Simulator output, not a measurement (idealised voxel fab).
process module | voxel lift off
cross-section cut | 195 nm wide | cells 5 nm
A cross-section is a grid of square cells, given in bands from the top down. A band is one or more rows of cells.
Each band's line starts with the height of the band's top and of its bottom, in nm. Then come its materials from left to right, each with its width in nm. One material with "throughout" fills the band from edge to edge. "air" is empty space.
Height 0 is the level under which the wafer as received is all one material. The lowest band goes on downwards, as in "0 down".
A width such as "30 to 40" changes by the same amount from each row of cells to the next, from the band's top row to its bottom row.
"no change" after a step means that no cell of the cross-section changed.
closed voids: empty space of 8 cells or more with no open way to the top, each as width x height at its distance from the left edge, in nm
after a step's settings: what the simulator itself notes on the step
overlay nm, on a step with a mask: how far to the right of its planned place the mask lay; to the left if negative
plan
1 op RECEIVE | material Si
2 op CONFORMAL_DEP | material Al2O3 | thk nm 15
3 op PATTERN | tone open | mask id LINES | material resist | width nm 15 | pitch nm 45 | thk nm 30 | overlay nm 0
4 op DIRECTIONAL_DEP | material Ru | thk nm 15
5 op STRIP | etch materials resist
6 op CONFORMAL_DEP | material SiN | thk nm 5
first wafer, as planned
as received, after step 1
  0 down: Si throughout
  closed voids: none
after step 2
  15 to 0: Al2O3 throughout
  below 0: unchanged
after step 3
  45 to 15: resist 20 | air 15 | resist 30 | air 15 | resist 30 | air 15 | resist 30 | air 15 | resist 25
  below 15: unchanged
after step 4
  60 to 45: Ru 20 | air 15 | Ru 30 | air 15 | Ru 30 | air 15 | Ru 30 | air 15 | Ru 25
  45 to 30: resist 20 | air 15 | resist 30 | air 15 | resist 30 | air 15 | resist 30 | air 15 | resist 25
  30 to 15: resist 20 | Ru 15 | resist 30 | Ru 15 | resist 30 | Ru 15 | resist 30 | Ru 15 | resist 25
  below 15: unchanged
after step 5
  30 to 15: air 20 | Ru 15 | air 30 | Ru 15 | air 30 | Ru 15 | air 30 | Ru 15 | air 25
  below 15: unchanged
after step 6
  35 to 30: air 15 | SiN 25 | air 20 | SiN 25 | air 20 | SiN 25 | air 20 | SiN 25 | air 20
  30 to 20: air 15 | SiN 5 | Ru 15 | SiN 5 | air 20 | SiN 5 | Ru 15 | SiN 5 | air 20 | SiN 5 | Ru 15 | SiN 5 | air 20 | SiN 5 | Ru 15 | SiN 5 | air 20
  20 to 15: SiN 20 | Ru 15 | SiN 30 | Ru 15 | SiN 30 | Ru 15 | SiN 30 | Ru 15 | SiN 25
  below 15: unchanged
second wafer: like start, like plan, one mistake. Through step 1 it matches the first wafer
when step 2 should have ended
  5 to 0: Al2O3 throughout
  below 0: unchanged
when step 3 should have ended
  35 to 5: resist 20 | air 15 | resist 30 | air 15 | resist 30 | air 15 | resist 30 | air 15 | resist 25
  below 5: unchanged
when step 4 should have ended
  50 to 35: Ru 20 | air 15 | Ru 30 | air 15 | Ru 30 | air 15 | Ru 30 | air 15 | Ru 25
  35 to 20: resist 20 | air 15 | resist 30 | air 15 | resist 30 | air 15 | resist 30 | air 15 | resist 25
  20 to 5: resist 20 | Ru 15 | resist 30 | Ru 15 | resist 30 | Ru 15 | resist 30 | Ru 15 | resist 25
  below 5: unchanged
when step 5 should have ended
  20 to 5: air 20 | Ru 15 | air 30 | Ru 15 | air 30 | Ru 15 | air 30 | Ru 15 | air 25
  below 5: unchanged
when step 6 should have ended
  25 to 20: air 15 | SiN 25 | air 20 | SiN 25 | air 20 | SiN 25 | air 20 | SiN 25 | air 20
  20 to 10: air 15 | SiN 5 | Ru 15 | SiN 5 | air 20 | SiN 5 | Ru 15 | SiN 5 | air 20 | SiN 5 | Ru 15 | SiN 5 | air 20 | SiN 5 | Ru 15 | SiN 5 | air 20
  10 to 5: SiN 20 | Ru 15 | SiN 30 | Ru 15 | SiN 30 | Ru 15 | SiN 30 | Ru 15 | SiN 25
  below 5: unchanged
what went wrong: step 2 ran as: op CONFORMAL_DEP | material Al2O3 | thk nm 5
at the end the second wafer has, in cells: 78 fewer of Al2O3
